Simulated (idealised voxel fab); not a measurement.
process module | voxel self aligned contacts
It is cross-section cut that appears here, measuring 195 nm in width, its square cells being 5 nm in size.
In what follows, cross-sections appear as grids of square cells, described through bands that run from the top down, where every band is one or more rows of cells.
Top, bottom (nm), then materials left to right with widths (nm); lone material tagged "all across" fills the whole band edge to edge; "empty" = empty space.
Where do heights start? At 0: under that level the wafer as delivered is made of one material only. And the lowest band has no floor; it just carries on downward, as in "0 and below".
The two numbers in a width such as "30 to 40" mark its ends across the band: the first belongs to the top row of cells, the second to the bottom row, and from each row to the next the width moves by the same amount.
"no modifications", as given for a step, is the statement that not any cell of the cross-section underwent a change during that step.
"Fully sealed voids" enumerates empty spaces isolated from the top, with no open way to it, that contain at least 8 cells, giving each as width x height at distance from the left edge, all three in nm.
Past the settings on a step's line: simulator remark, on that step.
The line of a step may include "overlay nm". On a step with a mask, this value is how far to the right of its planned place the mask lay. A negative value means the mask lay to the left.
[So here's the lineup of process steps we planned]
- 1: RECEIVE (material Si)
- 2: CONFORMAL_DEP (material SiO2; thk nm 5)
- 3: DIRECTIONAL_DEP (material polySi; thk nm 30)
- 4: DIRECTIONAL_DEP (material SiN; thk nm 15)
- 5: PATTERN (tone cover; mask id GATE; material resist; width nm 30; pitch nm 65; thk nm 15; overlay nm 0)
- 6: DIRECTIONAL_ETCH (etch materials SiN; depth nm 15)
- 7: DIRECTIONAL_ETCH (etch materials polySi; depth nm 30)
- 8: STRIP (etch materials resist)
- 9: CONFORMAL_DEP (material SiN; thk nm 5)
- 10: DIRECTIONAL_ETCH (etch materials SiN; depth nm 5)
- 11: FILL_DEP (material SiO2; thk nm 15)
- 12: CMP (height nm 60)
- 13: MASKED_ETCH (tone open; mask id CONTACT; width nm 45; pitch nm 65; etch materials SiO2; depth nm 60; overlay nm 0)
- 14: CONFORMAL_DEP (material TiN; thk nm 5)
- 15: FILL_DEP (material Ru; thk nm 5)
- 16: CMP (height nm 60)
- 17: CONFORMAL_DEP (material SiCN; thk nm 5)
[Here's what the wafer looked like in cross-section when it arrived - that's after step 1]
0 and below  Si all across
Fully sealed voids: none
[Result of the module, cross-sectioned: start per above, plan per above, one error in how it was run]
70 down to 65  SiCN all across
65 down to 60  45 nm TiN, then 35 nm Ru, then 30 nm TiN, then 35 nm Ru, then 50 nm TiN
60 down to 50  40 nm SiO2, then 5 to 15 nm TiN, then 35 to 15 nm Ru, then 5 to 15 nm TiN, then 20 nm SiO2, then 5 to 15 nm TiN, then 35 to 15 nm Ru, then 5 to 15 nm TiN, then 45 nm SiO2
50 down to 35  10 nm SiO2, then 40 nm SiN, then 5 nm TiN, then 15 nm Ru, then 5 nm TiN, then 40 nm SiN, then 5 nm TiN, then 15 nm Ru, then 5 nm TiN, then 40 nm SiN, then 15 nm SiO2
35 down to 5  10 nm SiO2, then 5 nm SiN, then 30 nm polySi, then 5 nm SiN, then 5 nm TiN, then 15 nm Ru, then 5 nm TiN, then 5 nm SiN, then 30 nm polySi, then 5 nm SiN, then 5 nm TiN, then 15 nm Ru, then 5 nm TiN, then 5 nm SiN, then 30 nm polySi, then 5 nm SiN, then 15 nm SiO2
5 down to 0  50 nm SiO2, then 25 nm TiN, then 40 nm SiO2, then 25 nm TiN, then 55 nm SiO2
0 and below  Si all across
Fully sealed voids: none
Heads up, the wafer didn't run the way we planned it: step 16 ran with different settings than intended, the actual operation and settings being CMP (height nm 65)
